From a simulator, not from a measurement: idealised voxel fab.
Presented below is a process module, voxel capacitor over wiring.
The figure presents cross-section cut, which has a width of 205 nm and is divided into square cells with an edge length of 5 nm.
Notation: cross-section as square-cell grid; stated in bands, top first, going down; one or more cell rows per band.
It is stipulated that each band's entry specify, in nanometres, the height of the top of the band and then that of its bottom, followed by the materials of the band in left-to-right sequence, each together with its width in nanometres. A single material marked by the word "edge to edge" is understood to fill the band from edge to edge; the word "empty" is understood to denote empty space.
It should be noted that heights are counted from 0, beneath which the wafer as supplied is of one material throughout, and that the lowest band possesses no lower boundary but continues downward, as written in "from 0 down".
It should be noted that a width expressed as "30 to 40" varies in equal increments from row to row of cells within the band, taking the value of the first number at the top row and that of the second number at the bottom row.
Given "identical to before" for a step, no cell of the cross-section differs between before and after that step.
"Closed cavities" - sealed voids, min. 8 cells, no opening to top; format: width x height at distance (distance from left edge; nm throughout).
Anything after a step's settings on that line? It's the simulator's own note about the step.
The line of a step may include "overlay nm". On a step with a mask, this value is how far to the right of its planned place the mask lay. A negative value means the mask lay to the left.

## These are the steps we planned for the process
| 1 | op RECEIVE | material Si |
| 2 | op CONFORMAL_DEP | material SiO2 | thk nm 15 |
| 3 | op DIRECTIONAL_DEP | material TiN | thk nm 5 |
| 4 | op DIRECTIONAL_DEP | material Ru | thk nm 20 |
| 5 | op PATTERN | tone cover | mask id METAL_1 | material resist | width nm 25 | pitch nm 90 | thk nm 20 | overlay nm 0 |
| 6 | op DIRECTIONAL_ETCH | etch materials Ru | depth nm 20 |
| 7 | op DIRECTIONAL_ETCH | etch materials TiN | depth nm 5 |
| 8 | op STRIP | etch materials resist |
| 9 | op CONFORMAL_DEP | material SiCN | thk nm 5 |
| 10 | op FILL_DEP | material lowk | thk nm 5 |
| 11 | op CMP | height nm 40 |
| 12 | op CONFORMAL_DEP | material SiCN | thk nm 5 |
| 13 | op DIRECTIONAL_DEP | material SiO2 | thk nm 10 |
| 14 | op PATTERN | tone open | mask id PLUG_1 | material resist | width nm 15 | thk nm 20 | overlay nm 0 |
| 15 | op DIRECTIONAL_ETCH | etch materials SiO2 | depth nm 10 |
| 16 | op DIRECTIONAL_ETCH | etch materials SiCN | depth nm 5 |
| 17 | op STRIP | etch materials resist |
| 18 | op EPI | material Ru | thk nm 10 |
| 19 | op EPI | material Ru | thk nm 5 |
| 20 | op DIRECTIONAL_DEP | material TiN | thk nm 10 |
| 21 | op DIRECTIONAL_DEP | material Al2O3 | thk nm 5 |
| 22 | op DIRECTIONAL_DEP | material TiN | thk nm 10 |
| 23 | op PATTERN | tone cover | mask id UPPER_PLATE | material resist | width nm 70 | thk nm 15 | overlay nm 0 |
| 24 | op DIRECTIONAL_ETCH | etch materials TiN | depth nm 10 |
| 25 | op DIRECTIONAL_ETCH | etch materials Al2O3 | depth nm 5 |
| 26 | op STRIP | etch materials resist |
| 27 | op PATTERN | tone cover | mask id LOWER_PLATE | material resist | width nm 80 | thk nm 20 | overlay nm 0 |
| 28 | op DIRECTIONAL_ETCH | etch materials TiN | depth nm 10 |
| 29 | op STRIP | etch materials resist |
| 30 | op FILL_DEP | material SiO2 | thk nm 20 |
| 31 | op CMP | height nm 95 |
| 32 | op DIRECTIONAL_DEP | material aC | thk nm 15 |
| 33 | op PATTERN | tone open | mask id PLUG_2 | material resist | width nm 15 | thk nm 30 | overlay nm 0 |
| 34 | op DIRECTIONAL_ETCH | etch materials aC | depth nm 15 |
| 35 | op STRIP | etch materials resist |
| 36 | op DIRECTIONAL_ETCH | etch materials SiO2 | depth nm 15 |
| 37 | op STRIP | etch materials aC |
| 38 | op CONFORMAL_DEP | material TiN | thk nm 5 |
| 39 | op FILL_DEP | material W | thk nm 10 |
| 40 | op CMP | height nm 95 |
| 41 | op CONFORMAL_DEP | material SiCN | thk nm 5 |

## What follows covers the first of two wafers; it ran as planned

## as received, after step 1
from 0 down = Si edge to edge
Closed cavities: none

## Wafer section view after processing step 2
from 15 to 0 = SiO2 edge to edge
Below 0, the layers are the same as they were.

## Wafer section view after processing step 3
from 20 to 15 = TiN edge to edge
Below 15, the layers are the same as they were.

## Wafer section view after processing step 4
from 40 to 20 = Ru edge to edge
Below 20, the layers are the same as they were.

## Wafer section view after processing step 5
from 60 to 40 = empty 45 nm / resist 25 nm / empty 65 nm / resist 25 nm / empty 45 nm
Below 40, the layers are the same as they were.

## Wafer section view after processing step 6
from 60 to 40 = empty 45 nm / resist 25 nm / empty 65 nm / resist 25 nm / empty 45 nm
from 40 to 20 = empty 45 nm / Ru 25 nm / empty 65 nm / Ru 25 nm / empty 45 nm
Below 20, the layers are the same as they were.

## Wafer section view after processing step 7
from 60 to 40 = empty 45 nm / resist 25 nm / empty 65 nm / resist 25 nm / empty 45 nm
from 40 to 20 = empty 45 nm / Ru 25 nm / empty 65 nm / Ru 25 nm / empty 45 nm
from 20 to 15 = empty 45 nm / TiN 25 nm / empty 65 nm / TiN 25 nm / empty 45 nm
Below 15, the layers are the same as they were.

## Wafer section view after processing step 8
from 40 to 20 = empty 45 nm / Ru 25 nm / empty 65 nm / Ru 25 nm / empty 45 nm
Below 20, the layers are the same as they were.

## Wafer section view after processing step 9
from 45 to 40 = empty 40 nm / SiCN 35 nm / empty 55 nm / SiCN 35 nm / empty 40 nm
from 40 to 20 = empty 40 nm / SiCN 5 nm / Ru 25 nm / SiCN 5 nm / empty 55 nm / SiCN 5 nm / Ru 25 nm / SiCN 5 nm / empty 40 nm
from 20 to 15 = SiCN 45 nm / TiN 25 nm / SiCN 65 nm / TiN 25 nm / SiCN 45 nm
Below 15, the layers are the same as they were.

## Wafer section view after processing step 10
from 50 to 45 = lowk edge to edge
from 45 to 40 = lowk 40 nm / SiCN 35 nm / lowk 55 nm / SiCN 35 nm / lowk 40 nm
from 40 to 20 = lowk 40 nm / SiCN 5 nm / Ru 25 nm / SiCN 5 nm / lowk 55 nm / SiCN 5 nm / Ru 25 nm / SiCN 5 nm / lowk 40 nm
Below 20, the layers are the same as they were.

## Wafer section view after processing step 11
from 40 to 20 = lowk 40 nm / SiCN 5 nm / Ru 25 nm / SiCN 5 nm / lowk 55 nm / SiCN 5 nm / Ru 25 nm / SiCN 5 nm / lowk 40 nm
Below 20, the layers are the same as they were.

## Wafer section view after processing step 12
from 45 to 40 = SiCN edge to edge
Below 40, the layers are the same as they were.

## Wafer section view after processing step 13
from 55 to 45 = SiO2 edge to edge
Below 45, the layers are the same as they were.

## Wafer section view after processing step 14
from 75 to 55 = resist 55 nm / empty 15 nm / resist 135 nm
Below 55, the layers are the same as they were.

## Wafer section view after processing step 15
from 75 to 55 = resist 55 nm / empty 15 nm / resist 135 nm
from 55 to 45 = SiO2 55 nm / empty 15 nm / SiO2 135 nm
Below 45, the layers are the same as they were.

## Wafer section view after processing step 16
from 75 to 55 = resist 55 nm / empty 15 nm / resist 135 nm
from 55 to 45 = SiO2 55 nm / empty 15 nm / SiO2 135 nm
from 45 to 40 = SiCN 55 nm / empty 15 nm / SiCN 135 nm
Below 40, the layers are the same as they were.

## Wafer section view after processing step 17
from 55 to 45 = SiO2 55 nm / empty 15 nm / SiO2 135 nm
Below 45, the layers are the same as they were.

## Wafer section view after processing step 18
from 55 to 50 = SiO2 55 nm / empty 15 nm / SiO2 135 nm
from 50 to 45 = SiO2 55 nm / Ru 15 nm / SiO2 135 nm
from 45 to 40 = SiCN 55 nm / Ru 15 nm / SiCN 135 nm
Below 40, the layers are the same as they were.

## Wafer section view after processing step 19
from 55 to 45 = SiO2 55 nm / Ru 15 nm / SiO2 135 nm
Below 45, the layers are the same as they were.

## Wafer section view after processing step 20
from 65 to 55 = TiN edge to edge
Below 55, the layers are the same as they were.

## Wafer section view after processing step 21
from 70 to 65 = Al2O3 edge to edge
Below 65, the layers are the same as they were.

## Wafer section view after processing step 22
from 80 to 70 = TiN edge to edge
Below 70, the layers are the same as they were.

## Wafer section view after processing step 23
from 95 to 80 = empty 55 nm / resist 70 nm / empty 80 nm
Below 80, the layers are the same as they were.

## Wafer section view after processing step 24
from 95 to 80 = empty 55 nm / resist 70 nm / empty 80 nm
from 80 to 70 = empty 55 nm / TiN 70 nm / empty 80 nm
Below 70, the layers are the same as they were.

## Wafer section view after processing step 25
from 95 to 80 = empty 55 nm / resist 70 nm / empty 80 nm
from 80 to 70 = empty 55 nm / TiN 70 nm / empty 80 nm
from 70 to 65 = empty 55 nm / Al2O3 70 nm / empty 80 nm
Below 65, the layers are the same as they were.

## Wafer section view after processing step 26
from 80 to 70 = empty 55 nm / TiN 70 nm / empty 80 nm
Below 70, the layers are the same as they were.

## Wafer section view after processing step 27
from 100 to 80 = empty 50 nm / resist 80 nm / empty 75 nm
from 80 to 70 = empty 50 nm / resist 5 nm / TiN 70 nm / resist 5 nm / empty 75 nm
from 70 to 65 = empty 50 nm / resist 5 nm / Al2O3 70 nm / resist 5 nm / empty 75 nm
Below 65, the layers are the same as they were.

## Wafer section view after processing step 28
from 100 to 80 = empty 50 nm / resist 80 nm / empty 75 nm
from 80 to 70 = empty 50 nm / resist 5 nm / TiN 70 nm / resist 5 nm / empty 75 nm
from 70 to 65 = empty 50 nm / resist 5 nm / Al2O3 70 nm / resist 5 nm / empty 75 nm
from 65 to 55 = empty 50 nm / TiN 80 nm / empty 75 nm
Below 55, the layers are the same as they were.

## Wafer section view after processing step 29
from 80 to 70 = empty 55 nm / TiN 70 nm / empty 80 nm
from 70 to 65 = empty 55 nm / Al2O3 70 nm / empty 80 nm
Below 65, the layers are the same as they were.

## Wafer section view after processing step 30
from 100 to 80 = SiO2 edge to edge
from 80 to 70 = SiO2 55 nm / TiN 70 nm / SiO2 80 nm
from 70 to 65 = SiO2 55 nm / Al2O3 70 nm / SiO2 80 nm
from 65 to 55 = SiO2 50 nm / TiN 80 nm / SiO2 75 nm
Below 55, the layers are the same as they were.

## Wafer section view after processing step 31
from 95 to 80 = SiO2 edge to edge
Below 80, the layers are the same as they were.

## Wafer section view after processing step 32
from 110 to 95 = aC edge to edge
Below 95, the layers are the same as they were.

## Wafer section view after processing step 33
from 140 to 110 = resist 65 nm / empty 15 nm / resist 125 nm
Below 110, the layers are the same as they were.

## Wafer section view after processing step 34
from 125 to 110 = resist 65 nm / empty 15 nm / resist 125 nm
from 110 to 95 = aC 65 nm / empty 15 nm / aC 125 nm
Below 95, the layers are the same as they were.

## Wafer section view after processing step 35
from 110 to 95 = aC 65 nm / empty 15 nm / aC 125 nm
Below 95, the layers are the same as they were.

## Wafer section view after processing step 36
from 110 to 95 = aC 65 nm / empty 15 nm / aC 125 nm
from 95 to 80 = SiO2 65 nm / empty 15 nm / SiO2 125 nm
Below 80, the layers are the same as they were.

## Wafer section view after processing step 37
from 95 to 80 = SiO2 65 nm / empty 15 nm / SiO2 125 nm
Below 80, the layers are the same as they were.

## Wafer section view after processing step 38
from 100 to 95 = TiN 70 nm / empty 5 nm / TiN 130 nm
from 95 to 85 = SiO2 65 nm / TiN 5 nm / empty 5 nm / TiN 5 nm / SiO2 125 nm
from 85 to 80 = SiO2 65 nm / TiN 15 nm / SiO2 125 nm
Below 80, the layers are the same as they were.

## Wafer section view after processing step 39
from 110 to 100 = W edge to edge
from 100 to 95 = TiN 70 nm / W 5 nm / TiN 130 nm
from 95 to 85 = SiO2 65 nm / TiN 5 nm / W 5 nm / TiN 5 nm / SiO2 125 nm
Below 85, the layers are the same as they were.

## Wafer section view after processing step 40
from 95 to 85 = SiO2 65 nm / TiN 5 nm / W 5 nm / TiN 5 nm / SiO2 125 nm
Below 85, the layers are the same as they were.

## Wafer section view after processing step 41
from 100 to 95 = SiCN edge to edge
Below 95, the layers are the same as they were.

## Here the second wafer is described. Its start and its plan were those of the first wafer. Its run contained one mistake. Up to and including step 19, it did exactly what the first wafer did

## Second wafer, section view, time point: scheduled end of step 20
from 60 to 55 = Al2O3 edge to edge
Below 55, the layers are the same as they were.

## Second wafer, section view, time point: scheduled end of step 21
from 70 to 60 = TiN edge to edge
Below 60, the layers are the same as they were.

## Second wafer, section view, time point: scheduled end of step 22
from 80 to 60 = TiN edge to edge
Below 60, the layers are the same as they were.

## Second wafer, section view, time point: scheduled end of step 23
from 95 to 80 = empty 55 nm / resist 70 nm / empty 80 nm
Below 80, the layers are the same as they were.

## Second wafer, section view, time point: scheduled end of step 24
from 95 to 80 = empty 55 nm / resist 70 nm / empty 80 nm
from 80 to 70 = empty 55 nm / TiN 70 nm / empty 80 nm
Below 70, the layers are the same as they were.

Second wafer, section view, time point: scheduled end of step 25: identical to before

## Second wafer, section view, time point: scheduled end of step 26
from 80 to 70 = empty 55 nm / TiN 70 nm / empty 80 nm
Below 70, the layers are the same as they were.

## Second wafer, section view, time point: scheduled end of step 27
from 100 to 80 = empty 50 nm / resist 80 nm / empty 75 nm
from 80 to 70 = empty 50 nm / resist 5 nm / TiN 70 nm / resist 5 nm / empty 75 nm
Below 70, the layers are the same as they were.

## Second wafer, section view, time point: scheduled end of step 28
from 100 to 80 = empty 50 nm / resist 80 nm / empty 75 nm
from 80 to 70 = empty 50 nm / resist 5 nm / TiN 70 nm / resist 5 nm / empty 75 nm
from 70 to 60 = empty 50 nm / TiN 80 nm / empty 75 nm
Below 60, the layers are the same as they were.

## Second wafer, section view, time point: scheduled end of step 29
from 80 to 70 = empty 55 nm / TiN 70 nm / empty 80 nm
Below 70, the layers are the same as they were.

## Second wafer, section view, time point: scheduled end of step 30
from 100 to 80 = SiO2 edge to edge
from 80 to 70 = SiO2 55 nm / TiN 70 nm / SiO2 80 nm
from 70 to 60 = SiO2 50 nm / TiN 80 nm / SiO2 75 nm
Below 60, the layers are the same as they were.

## Second wafer, section view, time point: scheduled end of step 31
from 95 to 80 = SiO2 edge to edge
Below 80, the layers are the same as they were.

## Second wafer, section view, time point: scheduled end of step 32
from 110 to 95 = aC edge to edge
Below 95, the layers are the same as they were.

## Second wafer, section view, time point: scheduled end of step 33
from 140 to 110 = resist 65 nm / empty 15 nm / resist 125 nm
Below 110, the layers are the same as they were.

## Second wafer, section view, time point: scheduled end of step 34
from 125 to 110 = resist 65 nm / empty 15 nm / resist 125 nm
from 110 to 95 = aC 65 nm / empty 15 nm / aC 125 nm
Below 95, the layers are the same as they were.

## Second wafer, section view, time point: scheduled end of step 35
from 110 to 95 = aC 65 nm / empty 15 nm / aC 125 nm
Below 95, the layers are the same as they were.

## Second wafer, section view, time point: scheduled end of step 36
from 110 to 95 = aC 65 nm / empty 15 nm / aC 125 nm
from 95 to 80 = SiO2 65 nm / empty 15 nm / SiO2 125 nm
Below 80, the layers are the same as they were.

## Second wafer, section view, time point: scheduled end of step 37
from 95 to 80 = SiO2 65 nm / empty 15 nm / SiO2 125 nm
Below 80, the layers are the same as they were.

## Second wafer, section view, time point: scheduled end of step 38
from 100 to 95 = TiN 70 nm / empty 5 nm / TiN 130 nm
from 95 to 85 = SiO2 65 nm / TiN 5 nm / empty 5 nm / TiN 5 nm / SiO2 125 nm
from 85 to 80 = SiO2 65 nm / TiN 15 nm / SiO2 125 nm
Below 80, the layers are the same as they were.

## Second wafer, section view, time point: scheduled end of step 39
from 110 to 100 = W edge to edge
from 100 to 95 = TiN 70 nm / W 5 nm / TiN 130 nm
from 95 to 85 = SiO2 65 nm / TiN 5 nm / W 5 nm / TiN 5 nm / SiO2 125 nm
Below 85, the layers are the same as they were.

## Second wafer, section view, time point: scheduled end of step 40
from 95 to 85 = SiO2 65 nm / TiN 5 nm / W 5 nm / TiN 5 nm / SiO2 125 nm
Below 85, the layers are the same as they were.

## Second wafer, section view, time point: scheduled end of step 41
from 100 to 95 = SiCN edge to edge
Below 95, the layers are the same as they were.
Short version of what went wrong: steps 20 and 21 got flipped, so each one ran where the other should have
At the finish, the second wafer shows more or fewer cells for some materials than the first does: 27 more of Al2O3 | 27 fewer of SiO2
